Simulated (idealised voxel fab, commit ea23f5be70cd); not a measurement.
The following is a process module called voxel fin reveal.
Section cut is 230 nm wide and gridded with 5 nm square cells.
We lay out every cross-section as a grid of square cells and spell it out in bands from the top down, where one band means one or more rows of cells. It is stipulated that each band's entry specify, in nanometres, the height of the top of the band and then that of its bottom, followed by the materials of the band in left-to-right sequence, each together with its width in nanometres. A single material marked by the word "everywhere" is understood to fill the band from edge to edge; the word "blank" is understood to denote empty space. Height reference: 0 = level under which incoming wafer is all one material. Lowest band: no bottom, runs on downward, e.g. "from 0 down". The expression "30..40" gives the width at the extremes of the band, the first number at its top row of cells and the second at its bottom row, with the width changing by equal amounts from each row to the next in between. "nothing changed" (step): cross-section cells unchanged, all of them. Heads up: "Catalogued sealed voids" only lists the empty pockets with no open path to the top that are 8 cells or more, and it writes them as width x height at distance, distance from the left edge, in nm. Anything after a step's settings on that line? It's the simulator's own note about the step. "overlay nm", when on a step's line for a step with a mask, measures how far to the right of its planned place the mask lay; a negative measure means to the left.

## Set out below are the planned steps of the process
1 RECEIVE (material Si)
2 CONFORMAL_DEP (material SiN; thk nm 10)
3 PATTERN (tone cover; mask id FINS; material resist; width nm 15; pitch nm 35; thk nm 20; overlay nm 0)
4 DIRECTIONAL_ETCH (etch materials SiN; depth nm 10)
5 DIRECTIONAL_ETCH (etch materials Si; depth nm 40)
6 STRIP (etch materials resist)
7 OXIDIZE (depth nm 5)
8 FILL_DEP (material SiO2; thk nm 15)
9 CMP (height nm 10)
10 SELECTIVE_ETCH (etch materials SiO2; depth nm 20)
11 STRIP (etch materials SiN)
12 CONFORMAL_DEP (material SiO2; thk nm 5)

## Cross-section: wafer on arrival = after step 1
    from 0 down  Si everywhere
    Catalogued sealed voids: none

## Final cross-section, module run with one mistake (start and plan as above)
    from 5 to 0  blank (80); SiO2 (15); blank (20); SiO2 (15); blank (100)
    from 0 to -5  blank (80); SiO2 (5); Si (5); SiO2 (5); blank (20); SiO2 (5); Si (5); SiO2 (5); blank (100)
    from -5 to -45  SiO2 (85); Si (5); SiO2 (30); Si (5); SiO2 (105)
    from -45 down  Si everywhere
    Catalogued sealed voids: none
Plan not followed: contrary to plan, step 3 was performed as PATTERN (tone cover; mask id FINS; material resist; width nm 15; pitch nm 35; thk nm 20; overlay nm -10)
